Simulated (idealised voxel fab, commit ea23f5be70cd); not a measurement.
voxel transistor to metal: a process module
Section shown: cut. Width: 165 nm. Cell size: 5 nm, square.
Heads up, the way a cross-section reads in here is a grid of square cells, handed over as bands from the top down, with every band being one or more rows of cells. It is stipulated that each band's entry specify, in nanometres, the height of the top of the band and then that of its bottom, followed by the materials of the band in left-to-right sequence, each together with its width in nanometres. A single material marked by the word "throughout" is understood to fill the band from edge to edge; the word "empty" is understood to denote empty space. Heights are reckoned from 0. Under this level, the received wafer is all of one material. The bottommost band is open-ended downward, for example "from 0 down". A width such as "30->40" changes by the same amount from each row of cells to the next, from the band's top row to its bottom row. Key: "nothing changed" - step with no changed cell in the cross-section. Basically, "Sealed cavities" tells you about the enclosed voids: empty spaces with no open way to the top, 8 cells or bigger, each written width x height at distance, where distance is from the left edge, all in nm. after a step's settings: what the simulator itself notes on the step. Regarding "overlay nm": on a step with a mask, it is the distance the mask lay to the right of its planned place; a negative value places it to the left.

**The planned process steps are enumerated hereunder**
- 1: RECEIVE | material Si
- 2: OXIDIZE | depth nm 5
- 3: CONFORMAL_DEP | material SiN | thk nm 10
- 4: MASKED_ETCH | tone cover | mask id ACTIVE | width nm 115 | etch materials SiN | depth nm 10 | overlay nm 0
- 5: MASKED_ETCH | tone cover | mask id ACTIVE | width nm 115 | etch materials SiO2 | depth nm 5 | overlay nm 0
- 6: MASKED_ETCH | tone cover | mask id ACTIVE | width nm 115 | etch materials Si | depth nm 35 | overlay nm 0
- 7: OXIDIZE | depth nm 5
- 8: FILL_DEP | material SiO2 | thk nm 15
- 9: CMP | height nm 10
- 10: SELECTIVE_ETCH | etch materials SiO2 | depth nm 10
- 11: STRIP | etch materials SiN
- 12: SELECTIVE_ETCH | etch materials SiO2 | depth nm 5
- 13: OXIDIZE | depth nm 5
- 14: DIRECTIONAL_DEP | material polySi | thk nm 25
- 15: DIRECTIONAL_DEP | material SiCN | thk nm 10
- 16: MASKED_ETCH | tone cover | mask id GATE | width nm 35 | etch materials SiCN | depth nm 20 | overlay nm 0
- 17: MASKED_ETCH | tone cover | mask id GATE | width nm 35 | etch materials polySi | depth nm 35 | overlay nm 0
- 18: CONFORMAL_DEP | material SiN | thk nm 10
- 19: DIRECTIONAL_ETCH | etch materials SiN | depth nm 10
- 20: DIRECTIONAL_ETCH | etch materials SiO2 | depth nm 5
- 21: DIRECTIONAL_ETCH | etch materials Si | depth nm 5
- 22: EPI | material SiGe | thk nm 5
- 23: FILL_DEP | material SiO2 | thk nm 10
- 24: CMP | height nm 20
- 25: STRIP | etch materials polySi
- 26: SELECTIVE_ETCH | etch materials SiO2 | depth nm 5
- 27: CONFORMAL_DEP | material HfO2 | thk nm 5
- 28: CONFORMAL_DEP | material TiN | thk nm 5
- 29: FILL_DEP | material W | thk nm 5
- 30: CMP | height nm 15
- 31: DIRECTIONAL_DEP | material SiO2 | thk nm 10
- 32: DIRECTIONAL_DEP | material aC | thk nm 10
- 33: PATTERN | tone open | mask id CONTACT | material resist | width nm 20 | pitch nm 85 | thk nm 30 | overlay nm 0
- 34: DIRECTIONAL_ETCH | etch materials aC | depth nm 10
- 35: STRIP | etch materials resist
- 36: DIRECTIONAL_ETCH | etch materials SiO2 | depth nm 35
- 37: STRIP | etch materials aC
- 38: CONFORMAL_DEP | material TiN | thk nm 5
- 39: FILL_DEP | material W | thk nm 5
- 40: CMP | height nm 25
- 41: DIRECTIONAL_DEP | material TiN | thk nm 5
- 42: DIRECTIONAL_DEP | material W | thk nm 25
- 43: MASKED_ETCH | tone cover | mask id METAL_1 | width nm 20 | pitch nm 85 | etch materials W | depth nm 25 | overlay nm 0
- 44: MASKED_ETCH | tone cover | mask id METAL_1 | width nm 20 | pitch nm 85 | etch materials TiN | depth nm 5 | overlay nm 0
- 45: CONFORMAL_DEP | material SiN | thk nm 5
- 46: FILL_DEP | material lowk | thk nm 5
- 47: CMP | height nm 55
- 48: CONFORMAL_DEP | material SiCN | thk nm 5

**Received-state cross-section, reflecting completion of step 1**
* from 0 down: Si throughout
* Sealed cavities: none

**Wafer cross-section at module end: first of two, run to plan**
* from 60 to 55: SiCN throughout
* from 55 to 30: 25 of lowk, 5 of SiN, 20 of W, 5 of SiN, 55 of lowk, 5 of SiN, 20 of W, 5 of SiN, 25 of lowk
* from 30 to 25: 30 of SiN, 20 of TiN, 65 of SiN, 20 of TiN, 30 of SiN
* from 25 to 15: 30 of SiO2, 5 of TiN, 10 of W, 5 of TiN, 65 of SiO2, 5 of TiN, 10 of W, 5 of TiN, 30 of SiO2
* from 15 to 0: 30 of SiO2, 5 of TiN, 10 of W, 5 of TiN, 5 of SiO2, 10 of SiN, 5 of HfO2, 5 of TiN, 15 of W, 5 of TiN, 5 of HfO2, 10 of SiN, 5 of SiO2, 5 of TiN, 10 of W, 5 of TiN, 30 of SiO2
* from 0 to -5: 30 of SiO2, 5 of TiN, 10 of W, 5 of TiN, 5 of SiO2, 10 of SiN, 5 of HfO2, 25 of TiN, 5 of HfO2, 10 of SiN, 5 of SiO2, 5 of TiN, 10 of W, 5 of TiN, 30 of SiO2
* from -5 to -10: 30 of SiO2, 20 of TiN, 5 of SiGe, 5 of SiO2, 45 of HfO2, 5 of SiO2, 5 of SiGe, 20 of TiN, 30 of SiO2
* from -10 to -15: 30 of SiO2, 25 of SiGe, 55 of Si, 25 of SiGe, 30 of SiO2
* from -15 to -45: 30 of SiO2, 105 of Si, 30 of SiO2
* from -45 down: Si throughout
* Sealed cavities: none

**So this is wafer number two of the two, cut at the end of the module - it started where the first did and had the same plan, we just got one thing wrong running it**
* from 60 to 55: SiCN throughout
* from 55 to 30: 25 of lowk, 5 of SiN, 20 of W, 5 of SiN, 55 of lowk, 5 of SiN, 20 of W, 5 of SiN, 25 of lowk
* from 30 to 25: 30 of SiN, 20 of TiN, 65 of SiN, 20 of TiN, 30 of SiN
* from 25 to 15: 30 of SiO2, 5 of TiN, 10 of W, 5 of TiN, 65 of SiO2, 5 of TiN, 10 of W, 5 of TiN, 30 of SiO2
* from 15 to 0: 30 of SiO2, 5 of TiN, 10 of W, 5 of TiN, 5 of SiO2, 10 of SiN, 5 of HfO2, 5 of TiN, 15 of W, 5 of TiN, 5 of HfO2, 10 of SiN, 5 of SiO2, 5 of TiN, 10 of W, 5 of TiN, 30 of SiO2
* from 0 to -5: 30 of SiO2, 5 of TiN, 10 of W, 5 of TiN, 5 of SiO2, 10 of SiN, 5 of HfO2, 25 of TiN, 5 of HfO2, 10 of SiN, 5 of SiO2, 5 of TiN, 10 of W, 5 of TiN, 30 of SiO2
* from -5 to -10: 30 of SiO2, 20 of TiN, 5 of SiGe, 5 of SiO2, 45 of HfO2, 5 of SiO2, 5 of SiGe, 20 of TiN, 30 of SiO2
* from -10 to -15: 35 of SiO2, 20 of SiGe, 55 of Si, 20 of SiGe, 35 of SiO2
* from -15 to -50: 35 of SiO2, 95 of Si, 35 of SiO2
* from -50 down: Si throughout
* Sealed cavities: none
Short version of what went wrong: it should be noted that step 7 was executed with settings other than those planned, the operation and settings actually applied being OXIDIZE | depth nm 10
Looking at both finished wafers in cells, the second ends up ahead of or behind the first on some materials: 26 fewer of Si; 2 fewer of SiGe; 28 more of SiO2
